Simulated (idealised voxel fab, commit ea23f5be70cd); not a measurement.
The process module presented herein is designated voxel air gaps.
The cross-section on display is named cut; it measures 290 nm wide, and its cells are 5 nm squares.
If you're reading a cross-section in this doc, picture square cells in a grid; it comes to you as bands, top ones listed first down to the bottom, and a band can be one or more rows of cells. The entry gives the band's vertical extent as a top height and a bottom height in nm, then its horizontal make-up as materials from left to right, each with a width in nm. "blank" stands for empty space; a single material marked "full width" fills the band edge to edge. Heights are reckoned from 0. Under this level, the received wafer is all of one material. The bottommost band is open-ended downward, for example "0 and below". A two-number width, for instance "30->40", indicates that the width is equal to the first number in the top row of the band and to the second number in the bottom row, and that it changes by a constant amount per row of cells. "nothing changed", as given for a step, is the statement that not any cell of the cross-section underwent a change during that step. Enclosed voids (no open way to top), threshold 8 cells or more, entry "Closed void inventory", notation width x height at distance, distance from left edge, nm. Where a step's line continues beyond its settings, the continuation is a remark by the simulator itself on that step. The line of a step may include "overlay nm". On a step with a mask, this value is how far to the right of its planned place the mask lay. A negative value means the mask lay to the left.

**The following list gives the planned process steps**
1) RECEIVE with material Si
2) CONFORMAL_DEP with material SiO2, thk nm 15
3) CONFORMAL_DEP with material SiN, thk nm 5
4) DIRECTIONAL_DEP with material lowk, thk nm 35
5) MASKED_ETCH with tone open, mask id LINES, width nm 20, pitch nm 50, etch materials lowk, depth nm 35, overlay nm 0
6) CONFORMAL_DEP with material TiN, thk nm 5
7) FILL_DEP with material Cu, thk nm 10
8) CMP with height nm 55
9) EPI with material Ru, thk nm 10
10) SELECTIVE_ETCH with etch materials lowk, depth nm 45
11) CONFORMAL_DEP with material SiCN, thk nm 5

**Wafer cross-section on receipt, i.e. after step 1**
> 0 and below | Si full width
> Closed void inventory: none

**Module complete - cross-section of the first of two wafers, run according to plan**
> 70 down to 65 | blank 45, then SiCN 200, then blank 45
> 65 down to 55 | blank 45, then SiCN 5, then Ru 40, then SiCN 10, then Ru 40, then SiCN 10, then Ru 40, then SiCN 10, then Ru 40, then SiCN 5, then blank 45
> 55 down to 50 | blank 45, then SiCN 15, then TiN 5, then Cu 10, then TiN 5, then SiCN 30, then TiN 5, then Cu 10, then TiN 5, then SiCN 30, then TiN 5, then Cu 10, then TiN 5, then SiCN 30, then TiN 5, then Cu 10, then TiN 5, then SiCN 15, then blank 45
> 50 down to 25 | blank 55, then SiCN 5, then TiN 5, then Cu 10, then TiN 5, then SiCN 5, then blank 20, then SiCN 5, then TiN 5, then Cu 10, then TiN 5, then SiCN 5, then blank 20, then SiCN 5, then TiN 5, then Cu 10, then TiN 5, then SiCN 5, then blank 20, then SiCN 5, then TiN 5, then Cu 10, then TiN 5, then SiCN 5, then blank 55
> 25 down to 20 | SiCN 60, then TiN 20, then SiCN 30, then TiN 20, then SiCN 30, then TiN 20, then SiCN 30, then TiN 20, then SiCN 60
> 20 down to 15 | SiN full width
> 15 down to 0 | SiO2 full width
> 0 and below | Si full width
> Closed void inventory: 20 x 25 at 85; 20 x 25 at 135; 20 x 25 at 185

**Cross-section, wafer two of two, end of module: same start and plan as wafer one, one error in execution**
> 80 down to 75 | blank 35, then SiCN 220, then blank 35
> 75 down to 55 | blank 35, then SiCN 5, then Ru 210, then SiCN 5, then blank 35
> 55 down to 50 | blank 35, then SiCN 25, then TiN 5, then Cu 10, then TiN 5, then lowk 30, then TiN 5, then Cu 10, then TiN 5, then lowk 30, then TiN 5, then Cu 10, then TiN 5, then lowk 30, then TiN 5, then Cu 10, then TiN 5, then SiCN 25, then blank 35
> 50 down to 25 | blank 55, then SiCN 5, then TiN 5, then Cu 10, then TiN 5, then lowk 30, then TiN 5, then Cu 10, then TiN 5, then lowk 30, then TiN 5, then Cu 10, then TiN 5, then lowk 30, then TiN 5, then Cu 10, then TiN 5, then SiCN 5, then blank 55
> 25 down to 20 | SiCN 60, then TiN 20, then lowk 30, then TiN 20, then lowk 30, then TiN 20, then lowk 30, then TiN 20, then SiCN 60
> 20 down to 15 | SiN full width
> 15 down to 0 | SiO2 full width
> 0 and below | Si full width
> Closed void inventory: none
Deviation from plan: step 9, plan: ran twice
Final difference in cells, second wafer against first, listed per material as more or fewer: 104 more of Ru | 66 fewer of SiCN | 126 more of lowk
Quick summary for you: first wafer finishes at 3 closed voids, second at 0.
